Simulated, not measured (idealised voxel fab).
Title: Process Module voxel trench capacitor
225 nm wide, 5 nm square cells: that's cross-section cut.
Think of the cross-section as a grid of square cells. We describe it in bands, top to bottom, and each band covers one or more rows of those cells. This entry defines a band. It first specifies the height of the band's top and the height of its bottom in nm, and then specifies the band's materials from left to right, stating each material with its width in nm. The word "throughout" identifies a single material that fills the band from edge to edge, while the word "air" identifies empty space. Measure heights from 0. That's the level where, below it, the as-received wafer is all one material. The lowest band is bottomless and extends downward; write it as in "z 0 and below". Graded width ("30->40"): value in top row of band = first number; value in bottom row = second number; row-to-row change constant. "no modification" -> step changed no cross-section cell. In "Listed closed voids" the enclosed voids are listed, meaning empty spaces of 8 cells or larger without any opening to the top. The form is width x height at distance, distance from the left edge, units nm. Anything after a step's settings on that line? It's the simulator's own note about the step. If you see "overlay nm" on a step's line and that step has a mask, it's telling you how far right of where it was planned the mask ended up; a negative number means it went left instead.

### The planned process steps are enumerated hereunder
step 1: RECEIVE [material Si]
step 2: CONFORMAL_DEP [material SiN] [thk nm 10]
step 3: MASKED_ETCH [tone open] [mask id TRENCH] [width nm 15] [pitch nm 35] [etch materials SiN] [depth nm 10] [overlay nm 0]
step 4: MASKED_ETCH [tone open] [mask id TRENCH] [width nm 15] [pitch nm 35] [etch materials Si] [depth nm 40] [overlay nm 0]
step 5: CONFORMAL_DEP [material Al2O3] [thk nm 5]
step 6: FILL_DEP [material polySi] [thk nm 10]
step 7: CMP [height nm 10]

### First of two wafers, processed according to plan

### Wafer at receipt (post step 1), cross-section
* z 0 and below  Si throughout
* Listed closed voids: none

### Cross-section: wafer state after step 2
* z 10 to 0  SiN throughout
* Heights below 0 show no change.

### Cross-section: wafer state after step 3
* z 10 to 0  SiN 70 nm, air 15 nm, SiN 20 nm, air 15 nm, SiN 20 nm, air 15 nm, SiN 70 nm
* Heights below 0 show no change.

### Cross-section: wafer state after step 4
* z 10 to 0  SiN 70 nm, air 15 nm, SiN 20 nm, air 15 nm, SiN 20 nm, air 15 nm, SiN 70 nm
* z 0 to -40  Si 70 nm, air 15 nm, Si 20 nm, air 15 nm, Si 20 nm, air 15 nm, Si 70 nm
* Heights below -40 show no change.

### Cross-section: wafer state after step 5
* z 15 to 10  Al2O3 75 nm, air 5 nm, Al2O3 30 nm, air 5 nm, Al2O3 30 nm, air 5 nm, Al2O3 75 nm
* z 10 to 0  SiN 70 nm, Al2O3 5 nm, air 5 nm, Al2O3 5 nm, SiN 20 nm, Al2O3 5 nm, air 5 nm, Al2O3 5 nm, SiN 20 nm, Al2O3 5 nm, air 5 nm, Al2O3 5 nm, SiN 70 nm
* z 0 to -35  Si 70 nm, Al2O3 5 nm, air 5 nm, Al2O3 5 nm, Si 20 nm, Al2O3 5 nm, air 5 nm, Al2O3 5 nm, Si 20 nm, Al2O3 5 nm, air 5 nm, Al2O3 5 nm, Si 70 nm
* z -35 to -40  Si 70 nm, Al2O3 15 nm, Si 20 nm, Al2O3 15 nm, Si 20 nm, Al2O3 15 nm, Si 70 nm
* Heights below -40 show no change.

### Cross-section: wafer state after step 6
* z 25 to 15  polySi throughout
* z 15 to 10  Al2O3 75 nm, polySi 5 nm, Al2O3 30 nm, polySi 5 nm, Al2O3 30 nm, polySi 5 nm, Al2O3 75 nm
* z 10 to 0  SiN 70 nm, Al2O3 5 nm, polySi 5 nm, Al2O3 5 nm, SiN 20 nm, Al2O3 5 nm, polySi 5 nm, Al2O3 5 nm, SiN 20 nm, Al2O3 5 nm, polySi 5 nm, Al2O3 5 nm, SiN 70 nm
* z 0 to -35  Si 70 nm, Al2O3 5 nm, polySi 5 nm, Al2O3 5 nm, Si 20 nm, Al2O3 5 nm, polySi 5 nm, Al2O3 5 nm, Si 20 nm, Al2O3 5 nm, polySi 5 nm, Al2O3 5 nm, Si 70 nm
* Heights below -35 show no change.

### Cross-section: wafer state after step 7
* z 10 to 0  SiN 70 nm, Al2O3 5 nm, polySi 5 nm, Al2O3 5 nm, SiN 20 nm, Al2O3 5 nm, polySi 5 nm, Al2O3 5 nm, SiN 20 nm, Al2O3 5 nm, polySi 5 nm, Al2O3 5 nm, SiN 70 nm
* Heights below 0 show no change.

### Second wafer, same starting conditions and recipe as the first, one mistake in executing it, nothing differs from the first up to and including step 2

### Second wafer, sectioned view, at step 3's planned end time
* z 10 to 0  SiN 75 nm, air 15 nm, SiN 20 nm, air 15 nm, SiN 20 nm, air 15 nm, SiN 65 nm
* Heights below 0 show no change.

### Second wafer, sectioned view, at step 4's planned end time
* z 10 to 0  SiN 75 nm, air 15 nm, SiN 20 nm, air 15 nm, SiN 20 nm, air 15 nm, SiN 65 nm
* z 0 to -40  Si 75 nm, air 10 nm, Si 25 nm, air 10 nm, Si 25 nm, air 10 nm, Si 70 nm
* Heights below -40 show no change.

### Second wafer, sectioned view, at step 5's planned end time
* z 15 to 10  Al2O3 80 nm, air 5 nm, Al2O3 30 nm, air 5 nm, Al2O3 30 nm, air 5 nm, Al2O3 70 nm
* z 10 to 5  SiN 75 nm, Al2O3 5 nm, air 5 nm, Al2O3 5 nm, SiN 20 nm, Al2O3 5 nm, air 5 nm, Al2O3 5 nm, SiN 20 nm, Al2O3 5 nm, air 5 nm, Al2O3 5 nm, SiN 65 nm
* z 5 to 0  SiN 75 nm, Al2O3 15 nm, SiN 20 nm, Al2O3 15 nm, SiN 20 nm, Al2O3 15 nm, SiN 65 nm
* z 0 to -40  Si 75 nm, Al2O3 10 nm, Si 25 nm, Al2O3 10 nm, Si 25 nm, Al2O3 10 nm, Si 70 nm
* Heights below -40 show no change.

### Second wafer, sectioned view, at step 6's planned end time
* z 25 to 15  polySi throughout
* z 15 to 10  Al2O3 80 nm, polySi 5 nm, Al2O3 30 nm, polySi 5 nm, Al2O3 30 nm, polySi 5 nm, Al2O3 70 nm
* z 10 to 5  SiN 75 nm, Al2O3 5 nm, polySi 5 nm, Al2O3 5 nm, SiN 20 nm, Al2O3 5 nm, polySi 5 nm, Al2O3 5 nm, SiN 20 nm, Al2O3 5 nm, polySi 5 nm, Al2O3 5 nm, SiN 65 nm
* Heights below 5 show no change.

### Second wafer, sectioned view, at step 7's planned end time
* z 10 to 5  SiN 75 nm, Al2O3 5 nm, polySi 5 nm, Al2O3 5 nm, SiN 20 nm, Al2O3 5 nm, polySi 5 nm, Al2O3 5 nm, SiN 20 nm, Al2O3 5 nm, polySi 5 nm, Al2O3 5 nm, SiN 65 nm
* Heights below 5 show no change.
Want to know what went wrong? step 3 changed vs plan, executed as MASKED_ETCH [tone open] [mask id TRENCH] [width nm 15] [pitch nm 35] [etch materials SiN] [depth nm 10] [overlay nm 5]
at the end the second wafer has, in cells: +24 Si; -24 polySi
